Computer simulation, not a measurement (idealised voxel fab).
The process module that follows is named voxel gate over fins.
Square cells of 5 nm make up the cross-section cut, whose width is 240 nm.
When this document writes out a cross-section, it uses a grid of square cells and lists it as bands, beginning at the top and moving down, with a band standing for one or more rows of cells. Within each band entry, the heights of the top and of the bottom of the band appear first, in that order and in nm; the materials of the band then follow from left to right, each with its corresponding width in nm. The designation "all across" on a single material indicates that it fills the band from edge to edge; the designation "empty" indicates empty space. The reference from which all heights are counted is 0, the level beneath which the as-received wafer is entirely one material; the lowest band, having no lower bound, proceeds downward and is written after the example "z 0 and below". Width "30..40": first value at the band's top row of cells, second value at its bottom row, equal change from row to row. Given "nothing was modified" for a step, no cell of the cross-section differs between before and after that step. "Enclosed void catalog" enumerates empty spaces isolated from the top, with no open way to it, that contain at least 8 cells, giving each as width x height at distance from the left edge, all three in nm. On a step's line, text after the settings is the simulator commenting on that step. You can add "overlay nm" to a step's line. For a step with a mask, it describes how far the mask lay to the right of its planned position, and a negative number describes a lay to the left.

### The following list gives the planned process steps
| 1 | RECEIVE, material Si |
| 2 | CONFORMAL_DEP, material SiN, thk nm 10 |
| 3 | DIRECTIONAL_DEP, material aC, thk nm 15 |
| 4 | PATTERN, tone cover, mask id FINS, material resist, width nm 15, pitch nm 35, thk nm 30, overlay nm 0 |
| 5 | DIRECTIONAL_ETCH, etch materials aC, depth nm 15 |
| 6 | STRIP, etch materials resist |
| 7 | DIRECTIONAL_ETCH, etch materials SiN, depth nm 10 |
| 8 | DIRECTIONAL_ETCH, etch materials Si, depth nm 35 |
| 9 | STRIP, etch materials aC |
| 10 | OXIDIZE, depth nm 5 |
| 11 | FILL_DEP, material SiO2, thk nm 5 |
| 12 | CMP, height nm 10 |
| 13 | SELECTIVE_ETCH, etch materials SiO2, depth nm 25 |
| 14 | STRIP, etch materials SiN |
| 15 | CONFORMAL_DEP, material HfO2, thk nm 5 |
| 16 | CONFORMAL_DEP, material TiN, thk nm 5 |
| 17 | FILL_DEP, material W, thk nm 10 |
| 18 | CMP, height nm 15 |
| 19 | CONFORMAL_DEP, material SiN, thk nm 5 |

### Received-state cross-section, reflecting completion of step 1
z 0 and below: Si all across
Enclosed void catalog: none

### Cross-section, end of module. Start: as above. Plan: as above. Execution: one mistake
z 20 to 15: SiN all across
z 15 to 10: W all across
z 10 to 5: 70 nm W, 30 nm TiN, 5 nm W, 30 nm TiN, 5 nm W, 30 nm TiN, 70 nm W
z 5 to 0: 70 nm W, 5 nm TiN, 20 nm HfO2, 5 nm TiN, 5 nm W, 5 nm TiN, 20 nm HfO2, 5 nm TiN, 5 nm W, 5 nm TiN, 20 nm HfO2, 5 nm TiN, 70 nm W
z 0 to -5: 70 nm W, 5 nm TiN, 5 nm HfO2, 10 nm Si, 5 nm HfO2, 5 nm TiN, 5 nm W, 5 nm TiN, 5 nm HfO2, 10 nm Si, 5 nm HfO2, 5 nm TiN, 5 nm W, 5 nm TiN, 5 nm HfO2, 10 nm Si, 5 nm HfO2, 5 nm TiN, 70 nm W
z -5 to -10: 75 nm TiN, 5 nm HfO2, 10 nm Si, 5 nm HfO2, 15 nm TiN, 5 nm HfO2, 10 nm Si, 5 nm HfO2, 15 nm TiN, 5 nm HfO2, 10 nm Si, 5 nm HfO2, 75 nm TiN
z -10 to -15: 80 nm HfO2, 10 nm Si, 25 nm HfO2, 10 nm Si, 25 nm HfO2, 10 nm Si, 80 nm HfO2
z -15 to -40: 80 nm SiO2, 10 nm Si, 25 nm SiO2, 10 nm Si, 25 nm SiO2, 10 nm Si, 80 nm SiO2
z -40 and below: Si all across
Enclosed void catalog: none
Run error: step 4 ran differently from the plan; actual operation with settings: PATTERN, tone cover, mask id FINS, material resist, width nm 20, pitch nm 35, thk nm 30, overlay nm 0
